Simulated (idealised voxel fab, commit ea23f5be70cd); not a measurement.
The name of this process module is voxel released beams.
Pictured: cross-section cut, 235 nm wide, on a grid of 5 nm square cells.
Each cross-section below is a grid of square cells, stated as bands in top-down order, with one or more rows of cells making up each band.
For a band, the entry starts with two heights in nm, that of the top and then that of the bottom, and carries on with the band's materials in order from left to right, each alongside its width in nm; the word "throughout" beside a single material means it fills the band edge to edge, and "air" means empty space.
Note: height 0 marks the level under which the wafer is uniformly one material as received. Lowest band unbounded below, written "0 nm and below".
Read "30 to 40" as a graded width: first number on top, second number at the bottom, same change between each pair of neighbouring rows.
Step note "everything unchanged" = no cross-section cell changed.
"Closed void roster" specifies each empty space that is not open to the top and that occupies no fewer than 8 cells, using the form width x height at distance, the distance measured from the left edge and all three quantities in nm.
Whatever follows a step's settings on its line is a remark the simulator itself makes about that step.
overlay nm: mask offset rightward from planned place, masked step; negative means leftward offset.

### Below is the list of planned process steps
1: RECEIVE [material Si]
2: CONFORMAL_DEP [material SiN] [thk nm 10]
3: DIRECTIONAL_DEP [material SiO2] [thk nm 15]
4: DIRECTIONAL_DEP [material aC] [thk nm 10]
5: PATTERN [tone open] [mask id ANCHOR] [material resist] [width nm 35] [thk nm 25] [overlay nm 0]
6: DIRECTIONAL_ETCH [etch materials aC] [depth nm 10]
7: STRIP [etch materials resist]
8: DIRECTIONAL_ETCH [etch materials SiO2] [depth nm 15]
9: STRIP [etch materials aC]
10: CONFORMAL_DEP [material TiN] [thk nm 10]
11: DIRECTIONAL_DEP [material aC] [thk nm 15]
12: PATTERN [tone cover] [mask id BEAM] [material resist] [width nm 90] [thk nm 30] [overlay nm 0]
13: DIRECTIONAL_ETCH [etch materials aC] [depth nm 15]
14: STRIP [etch materials resist]
15: DIRECTIONAL_ETCH [etch materials TiN] [depth nm 10]
16: STRIP [etch materials aC]
17: STRIP [etch materials SiO2]

### Shown in cross-section is the wafer as received, that is, as it stands after step 1
0 nm and below | Si throughout
Closed void roster: none

### Figure: cross-sectional view of the wafer upon completion of the module, processed from the initial state and according to the plan depicted above, with one error introduced during execution
35 nm to 25 nm | air (80) / TiN (5) / air (15) / TiN (70) / air (65)
25 nm to 20 nm | air (75) / TiN (10) / air (15) / TiN (10) / air (125)
20 nm to 10 nm | air (75) / TiN (35) / air (125)
10 nm to 0 nm | SiN throughout
0 nm and below | Si throughout
Closed void roster: none
Plan not followed: step 12 ran with different settings than intended, the actual operation and settings being PATTERN [tone cover] [mask id BEAM] [material resist] [width nm 90] [thk nm 30] [overlay nm 10]
